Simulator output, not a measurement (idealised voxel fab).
Process module under the name voxel gate over fins
Shown is cross-section cut, with a width of 155 nm and square cells of size 5 nm.
We lay out every cross-section as a grid of square cells and spell it out in bands from the top down, where one band means one or more rows of cells. This entry defines a band. It first specifies the height of the band's top and the height of its bottom in nm, and then specifies the band's materials from left to right, stating each material with its width in nm. The word "full width" identifies a single material that fills the band from edge to edge, while the word "air" identifies empty space. Height reference: 0 = level under which incoming wafer is all one material. Lowest band: no bottom, runs on downward, e.g. "0 down". Top row gets the first number, bottom row gets the second, and each row in between changes by the same step: that is how a band width like "30..40" works. Key: "no modifications" - step with no changed cell in the cross-section. Voids not open to the top, 8 cells minimum: see "Closed void list". Written width x height at distance; distance is from the left edge; nm. If you see something after the settings on a step's line, that's the simulator's own remark about that step. What "overlay nm" on a step's line means: if the step has a mask, that mask lay this far to the right of its planned place, or, when the value is negative, to the left.
Steps in the process plan:
1: RECEIVE, material Si
2: CONFORMAL_DEP, material SiN, thk nm 10
3: DIRECTIONAL_DEP, material aC, thk nm 15
4: PATTERN, tone cover, mask id FINS, material resist, width nm 15, pitch nm 50, thk nm 35, overlay nm 0
5: DIRECTIONAL_ETCH, etch materials aC, depth nm 15
6: STRIP, etch materials resist
7: DIRECTIONAL_ETCH, etch materials SiN, depth nm 10
8: DIRECTIONAL_ETCH, etch materials Si, depth nm 35
9: STRIP, etch materials aC
10: FILL_DEP, material SiO2, thk nm 5
11: CMP, height nm 10
12: DIRECTIONAL_DEP, material aC, thk nm 10
13: PATTERN, tone open, mask id RAIL, material resist, width nm 15, thk nm 30, overlay nm 0
14: DIRECTIONAL_ETCH, etch materials aC, depth nm 10
15: STRIP, etch materials resist
16: DIRECTIONAL_ETCH, etch materials SiO2, depth nm 40
17: STRIP, etch materials aC
18: CONFORMAL_DEP, material TiN, thk nm 5
19: FILL_DEP, material W, thk nm 5
20: CMP, height nm 10
21: SELECTIVE_ETCH, etch materials W Ru TiN, depth nm 25
22: FILL_DEP, material SiO2, thk nm 5
23: CMP, height nm 10
24: SELECTIVE_ETCH, etch materials SiO2, depth nm 20
25: STRIP, etch materials SiN
26: CONFORMAL_DEP, material HfO2, thk nm 5
27: CONFORMAL_DEP, material TiN, thk nm 5
28: FILL_DEP, material W, thk nm 15
29: CMP, height nm 20
30: CONFORMAL_DEP, material SiN, thk nm 10
Wafer as received: cross-section following step 1:
0 down  Si full width
Closed void list: none
Cross-section at module end, one run error; start and plan unchanged from above:
30 to 20  SiN full width
20 to 10  W full width
10 to 5  TiN full width
5 to 0  25 of HfO2; 5 of TiN; 45 of HfO2; 5 of TiN; 45 of HfO2; 5 of TiN; 25 of HfO2
0 to -5  20 of Si; 5 of HfO2; 5 of TiN; 5 of HfO2; 35 of Si; 5 of HfO2; 5 of TiN; 5 of HfO2; 35 of Si; 5 of HfO2; 5 of TiN; 5 of HfO2; 20 of Si
-5 to -10  20 of Si; 15 of HfO2; 35 of Si; 15 of HfO2; 35 of Si; 15 of HfO2; 20 of Si
-10 to -35  20 of Si; 15 of SiO2; 35 of Si; 15 of SiO2; 35 of Si; 15 of SiO2; 20 of Si
-35 down  Si full width
Closed void list: none
It is concluded that the wafer was processed incorrectly with respect to the plan, in that step 4: run off-plan, actual operation and settings PATTERN, tone open, mask id FINS, material resist, width nm 15, pitch nm 50, thk nm 35, overlay nm 0
